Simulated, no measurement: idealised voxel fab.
Module name: voxel air gaps (process module)
Pictured: cross-section cut, 175 nm wide, on a grid of 5 nm square cells.
Reading order for cross-sections: top band down to bottom band. Underlying form: a grid of square cells. Band size: one or more rows of cells. Basically the band line says how high the top is and how high the bottom is, in nm, and then what's in it from left to right, every material with its width in nm. Empty space shows up as "blank", and if a single material carries "full width" it runs the full band edge to edge. Height is counted from the level 0, under which the received wafer is composed throughout of one material. The lowest of the bands is not closed at the bottom but continues downward, in the notation "from 0 down". Read "30->40" as a graded width: first number on top, second number at the bottom, same change between each pair of neighbouring rows. "left unchanged" for a step: no cell of the cross-section changed in that step. Closed empty spaces (no open way to the top) of 8 cells or more are what "Enclosed internal voids" lists, each as width x height at distance from the left edge, nm for all three. Text after the settings on a step's line: the simulator's own remark on that step. The line of a step may include "overlay nm". On a step with a mask, this value is how far to the right of its planned place the mask lay. A negative value means the mask lay to the left.

-- The planned process steps are enumerated hereunder
1) RECEIVE [material Si]
2) CONFORMAL_DEP [material SiO2] [thk nm 10]
3) CONFORMAL_DEP [material SiCN] [thk nm 5]
4) DIRECTIONAL_DEP [material lowk] [thk nm 40]
5) DIRECTIONAL_DEP [material aC] [thk nm 15]
6) PATTERN [tone open] [mask id LINES] [material resist] [width nm 15] [pitch nm 40] [thk nm 30] [overlay nm 0]
7) DIRECTIONAL_ETCH [etch materials aC] [depth nm 5]
8) STRIP [etch materials resist]
9) DIRECTIONAL_ETCH [etch materials lowk] [depth nm 40]
10) STRIP [etch materials aC]
11) CONFORMAL_DEP [material TiN] [thk nm 5]
12) FILL_DEP [material W] [thk nm 5]
13) CMP [height nm 55]
14) EPI [material Ru] [thk nm 10]
15) SELECTIVE_ETCH [etch materials lowk] [depth nm 50]
16) CONFORMAL_DEP [material SiCN] [thk nm 5]
All wafers enter the flow in the same state. The depth nm at step 7 differs from wafer to wafer, and the plan gives the value for the first wafer.

-- The as-received cross-section of the first of several wafers corresponds to the state after step 1
from 0 down | Si full width
Enclosed internal voids: none

-- Cross-section, first of several wafers, end of module, after last step 16
from 20 to 10 | SiCN full width
from 10 to 0 | SiO2 full width
from 0 down | Si full width
Enclosed internal voids: none

-- Showing the last wafer in cross-section at the end of the module
from 70 to 65 | blank (5); SiCN (165); blank (5)
from 65 to 55 | blank (5); SiCN (5); Ru (35); SiCN (5); Ru (35); SiCN (5); Ru (35); SiCN (5); Ru (35); SiCN (5); blank (5)
from 55 to 50 | blank (5); SiCN (15); TiN (5); W (5); TiN (5); SiCN (25); TiN (5); W (5); TiN (5); SiCN (25); TiN (5); W (5); TiN (5); SiCN (25); TiN (5); W (5); TiN (5); SiCN (15); blank (5)
from 50 to 20 | blank (15); SiCN (5); TiN (5); W (5); TiN (5); SiCN (5); blank (15); SiCN (5); TiN (5); W (5); TiN (5); SiCN (5); blank (15); SiCN (5); TiN (5); W (5); TiN (5); SiCN (5); blank (15); SiCN (5); TiN (5); W (5); TiN (5); SiCN (5); blank (15)
from 20 to 15 | SiCN (20); TiN (15); SiCN (25); TiN (15); SiCN (25); TiN (15); SiCN (25); TiN (15); SiCN (20)
from 15 to 10 | SiCN full width
from 10 to 0 | SiO2 full width
from 0 down | Si full width
Enclosed internal voids: 15 x 30 at 40; 15 x 30 at 80; 15 x 30 at 120

-- Gained (+) or lost (-) cells of each material since receipt, then closed voids: one row per wafer, at the end of the module
depth nm 5 | +70 SiCN | +70 SiO2 | Enclosed internal voids: none
depth nm 10 | +70 SiCN | +70 SiO2 | Enclosed internal voids: none
depth nm 15 | +56 Ru | +170 SiCN | +70 SiO2 | +68 TiN | +28 W | Enclosed internal voids: 15 x 30 at 40; 15 x 30 at 80; 15 x 30 at 120
depth nm 20 | +56 Ru | +170 SiCN | +70 SiO2 | +68 TiN | +28 W | Enclosed internal voids: 15 x 30 at 40; 15 x 30 at 80; 15 x 30 at 120
depth nm 25 | +56 Ru | +170 SiCN | +70 SiO2 | +68 TiN | +28 W | Enclosed internal voids: 15 x 30 at 40; 15 x 30 at 80; 15 x 30 at 120
depth nm 30 | +56 Ru | +170 SiCN | +70 SiO2 | +68 TiN | +28 W | Enclosed internal voids: 15 x 30 at 40; 15 x 30 at 80; 15 x 30 at 120
